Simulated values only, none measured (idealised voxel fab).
A process module follows: voxel transistor to metal.
The width of the displayed cross-section, cut, is 180 nm; its cells are square, with a size of 5 nm.
Cross-section layout: square cells on a grid; listed as bands, top to bottom; a band spans one or more cell rows.
The band entry comprises the height of the band's top followed by the height of its bottom, expressed in nm, and subsequently the band's materials from left to right, each stated together with its width in nm. Where a single material is marked with the word "full width", that material fills the band from edge to edge. The word "air" represents empty space.
Height datum 0, below which the as-received substrate wafer is one material. Lowest band open at the bottom, running downward: "z 0 and below".
Note: "30->40" means the width goes from the first number (top row of the band) to the second number (bottom row) in equal steps per row of cells.
Step marked "nothing was modified"? Then no cell in the cross-section changed in it.
"Unvented cavities": sealed empty spaces, 8 cells or more, no open way to top, listed width x height at distance, with distance from the left edge and width, height and distance in nm.
Past the settings on a step's line: simulator remark, on that step.
overlay nm: step with mask; distance mask lay right of planned place; negative value = left of planned place.
Process steps - plan:
1,RECEIVE (material Si)
2,CONFORMAL_DEP (material SiO2; thk nm 5)
3,CONFORMAL_DEP (material SiN; thk nm 15)
4,MASKED_ETCH (tone cover; mask id ACTIVE; width nm 100; etch materials SiN; depth nm 15; overlay nm 0)
5,MASKED_ETCH (tone cover; mask id ACTIVE; width nm 100; etch materials SiO2; depth nm 5; overlay nm 0)
6,MASKED_ETCH (tone cover; mask id ACTIVE; width nm 100; etch materials Si; depth nm 20; overlay nm 0)
7,OXIDIZE (depth nm 5)
8,FILL_DEP (material SiO2; thk nm 10)
9,CMP (height nm 20)
10,SELECTIVE_ETCH (etch materials SiO2; depth nm 10)
11,STRIP (etch materials SiN)
12,SELECTIVE_ETCH (etch materials SiO2; depth nm 5)
13,OXIDIZE (depth nm 5)
14,DIRECTIONAL_DEP (material polySi; thk nm 25)
15,DIRECTIONAL_DEP (material SiCN; thk nm 10)
16,DIRECTIONAL_DEP (material aC; thk nm 10)
17,PATTERN (tone cover; mask id GATE; material resist; width nm 20; thk nm 30; overlay nm 0)
18,DIRECTIONAL_ETCH (etch materials aC; depth nm 10)
19,STRIP (etch materials resist)
20,DIRECTIONAL_ETCH (etch materials SiCN; depth nm 20)
21,DIRECTIONAL_ETCH (etch materials polySi; depth nm 35)
22,STRIP (etch materials aC)
23,CONFORMAL_DEP (material SiN; thk nm 10)
24,DIRECTIONAL_ETCH (etch materials SiN; depth nm 10)
25,DIRECTIONAL_ETCH (etch materials SiO2; depth nm 5)
26,DIRECTIONAL_ETCH (etch materials Si; depth nm 10)
27,EPI (material nSi; thk nm 10)
28,FILL_DEP (material SiO2; thk nm 5)
29,CMP (height nm 35)
30,DIRECTIONAL_DEP (material SiO2; thk nm 15)
31,MASKED_ETCH (tone open; mask id CONTACT; width nm 20; pitch nm 70; etch materials SiO2; depth nm 55; overlay nm 0)
32,CONFORMAL_DEP (material TiN; thk nm 5)
33,FILL_DEP (material W; thk nm 5)
34,CMP (height nm 50)
35,DIRECTIONAL_DEP (material TiN; thk nm 5)
36,DIRECTIONAL_DEP (material Ru; thk nm 20)
37,MASKED_ETCH (tone cover; mask id METAL_1; width nm 20; pitch nm 70; etch materials Ru; depth nm 20; overlay nm 0)
38,MASKED_ETCH (tone cover; mask id METAL_1; width nm 20; pitch nm 70; etch materials TiN; depth nm 5; overlay nm 0)
39,FILL_DEP (material lowk; thk nm 10)
40,CMP (height nm 75)
41,CONFORMAL_DEP (material SiCN; thk nm 5)
42,DIRECTIONAL_DEP (material lowk; thk nm 30)
43,DIRECTIONAL_DEP (material aC; thk nm 10)
44,PATTERN (tone open; mask id METAL_2_HOLES; material resist; width nm 15; pitch nm 70; thk nm 30; overlay nm 0)
45,DIRECTIONAL_ETCH (etch materials aC; depth nm 10)
46,STRIP (etch materials resist)
47,DIRECTIONAL_ETCH (etch materials lowk; depth nm 30)
48,STRIP (etch materials aC)
49,PATTERN (tone open; mask id METAL_2; material resist; width nm 20; pitch nm 70; thk nm 20; overlay nm -15)
50,DIRECTIONAL_ETCH (etch materials lowk; depth nm 15)
51,DIRECTIONAL_ETCH (etch materials SiCN; depth nm 5)
52,STRIP (etch materials resist)
53,CONFORMAL_DEP (material TiN; thk nm 5)
54,FILL_DEP (material Ru; thk nm 5)
55,CMP (height nm 110)
56,CONFORMAL_DEP (material SiN; thk nm 5)
Don't read the plan's overlay nm for step 49 as applying to every wafer: that's the first wafer's value, and the wafers differ in it, though they all start identical.
This is how the first of several wafers looked in cross-section when it arrived, which is after step 1:
> z 0 and below | Si full width
> Unvented cavities: none
Cross-section of the first of several wafers once the module has run through its last step, step 56:
> z 115 to 110 | SiN full width
> z 110 to 100 | lowk: 30; TiN: 5; Ru: 20; TiN: 5; lowk: 40; TiN: 5; Ru: 20; TiN: 5; lowk: 50
> z 100 to 95 | lowk: 30; TiN: 20; Ru: 5; TiN: 5; lowk: 40; TiN: 20; Ru: 5; TiN: 5; lowk: 50
> z 95 to 85 | lowk: 45; TiN: 5; Ru: 5; TiN: 5; lowk: 55; TiN: 5; Ru: 5; TiN: 5; lowk: 50
> z 85 to 80 | lowk: 45; TiN: 15; lowk: 55; TiN: 15; lowk: 50
> z 80 to 75 | SiCN: 45; TiN: 5; SiCN: 65; TiN: 5; SiCN: 60
> z 75 to 55 | lowk: 45; Ru: 20; lowk: 50; Ru: 20; lowk: 45
> z 55 to 50 | lowk: 45; TiN: 20; lowk: 50; TiN: 20; lowk: 45
> z 50 to 35 | SiO2: 45; TiN: 5; W: 10; TiN: 5; SiO2: 50; TiN: 5; W: 10; TiN: 5; SiO2: 45
> z 35 to 25 | SiO2: 45; TiN: 5; W: 10; TiN: 5; SiO2: 5; SiN: 10; SiCN: 20; SiN: 10; SiO2: 5; TiN: 5; W: 10; TiN: 5; SiO2: 45
> z 25 to 10 | SiO2: 45; TiN: 5; W: 10; TiN: 5; SiO2: 5; SiN: 10; polySi: 20; SiN: 10; SiO2: 5; TiN: 5; W: 10; TiN: 5; SiO2: 45
> z 10 to 5 | SiO2: 45; TiN: 5; W: 5; TiN: 10; SiO2: 5; SiN: 10; polySi: 20; SiN: 10; SiO2: 5; TiN: 10; W: 5; TiN: 5; SiO2: 45
> z 5 to 0 | SiO2: 35; SiN: 10; TiN: 5; W: 5; TiN: 5; nSi: 10; SiN: 10; polySi: 20; SiN: 10; nSi: 10; TiN: 5; W: 5; TiN: 5; SiN: 10; SiO2: 35
> z 0 to -5 | SiO2: 45; TiN: 15; nSi: 10; SiO2: 40; nSi: 10; TiN: 15; SiO2: 45
> z -5 to -15 | SiO2: 45; nSi: 25; Si: 40; nSi: 25; SiO2: 45
> z -15 to -25 | SiO2: 45; Si: 90; SiO2: 45
> z -25 and below | Si full width
> Unvented cavities: none
Cross-sectional view of the final wafer of several at the module's end:
> z 115 to 110 | SiN full width
> z 110 to 100 | lowk: 45; TiN: 5; Ru: 25; TiN: 5; lowk: 35; TiN: 5; Ru: 25; TiN: 5; lowk: 30
> z 100 to 95 | lowk: 45; TiN: 5; Ru: 5; TiN: 25; lowk: 35; TiN: 5; Ru: 5; TiN: 25; lowk: 30
> z 95 to 85 | lowk: 45; TiN: 5; Ru: 5; TiN: 5; lowk: 55; TiN: 5; Ru: 5; TiN: 5; lowk: 50
> z 85 to 80 | lowk: 45; TiN: 15; lowk: 55; TiN: 15; lowk: 50
> z 80 to 75 | SiCN full width
> z 75 to 55 | lowk: 45; Ru: 20; lowk: 50; Ru: 20; lowk: 45
> z 55 to 50 | lowk: 45; TiN: 20; lowk: 50; TiN: 20; lowk: 45
> z 50 to 35 | SiO2: 45; TiN: 5; W: 10; TiN: 5; SiO2: 50; TiN: 5; W: 10; TiN: 5; SiO2: 45
> z 35 to 25 | SiO2: 45; TiN: 5; W: 10; TiN: 5; SiO2: 5; SiN: 10; SiCN: 20; SiN: 10; SiO2: 5; TiN: 5; W: 10; TiN: 5; SiO2: 45
> z 25 to 10 | SiO2: 45; TiN: 5; W: 10; TiN: 5; SiO2: 5; SiN: 10; polySi: 20; SiN: 10; SiO2: 5; TiN: 5; W: 10; TiN: 5; SiO2: 45
> z 10 to 5 | SiO2: 45; TiN: 5; W: 5; TiN: 10; SiO2: 5; SiN: 10; polySi: 20; SiN: 10; SiO2: 5; TiN: 10; W: 5; TiN: 5; SiO2: 45
> z 5 to 0 | SiO2: 35; SiN: 10; TiN: 5; W: 5; TiN: 5; nSi: 10; SiN: 10; polySi: 20; SiN: 10; nSi: 10; TiN: 5; W: 5; TiN: 5; SiN: 10; SiO2: 35
> z 0 to -5 | SiO2: 45; TiN: 15; nSi: 10; SiO2: 40; nSi: 10; TiN: 15; SiO2: 45
> z -5 to -15 | SiO2: 45; nSi: 25; Si: 40; nSi: 25; SiO2: 45
> z -15 to -25 | SiO2: 45; Si: 90; SiO2: 45
> z -25 and below | Si full width
> Unvented cavities: none
Basically each wafer gets a line in the table, showing it at the end of the module: material by material, the cells it gained (+) or lost (-) since we got it, then its closed voids:
overlay nm -15, +54 Ru, -128 Si, +42 SiCN, +68 SiN, +316 SiO2, +90 TiN, +36 W, +302 lowk, +28 nSi, +20 polySi, Unvented cavities: none
overlay nm -10, +50 Ru, -128 Si, +40 SiCN, +68 SiN, +316 SiO2, +90 TiN, +36 W, +308 lowk, +28 nSi, +20 polySi, Unvented cavities: none
overlay nm -5, +48 Ru, -128 Si, +38 SiCN, +68 SiN, +316 SiO2, +88 TiN, +36 W, +314 lowk, +28 nSi, +20 polySi, Unvented cavities: none
overlay nm 0, +48 Ru, -128 Si, +38 SiCN, +68 SiN, +316 SiO2, +88 TiN, +36 W, +314 lowk, +28 nSi, +20 polySi, Unvented cavities: none
overlay nm 5, +50 Ru, -128 Si, +40 SiCN, +68 SiN, +316 SiO2, +90 TiN, +36 W, +308 lowk, +28 nSi, +20 polySi, Unvented cavities: none
overlay nm 10, +54 Ru, -128 Si, +42 SiCN, +68 SiN, +316 SiO2, +90 TiN, +36 W, +302 lowk, +28 nSi, +20 polySi, Unvented cavities: none
overlay nm 15, +58 Ru, -128 Si, +44 SiCN, +68 SiN, +316 SiO2, +90 TiN, +36 W, +296 lowk, +28 nSi, +20 polySi, Unvented cavities: none
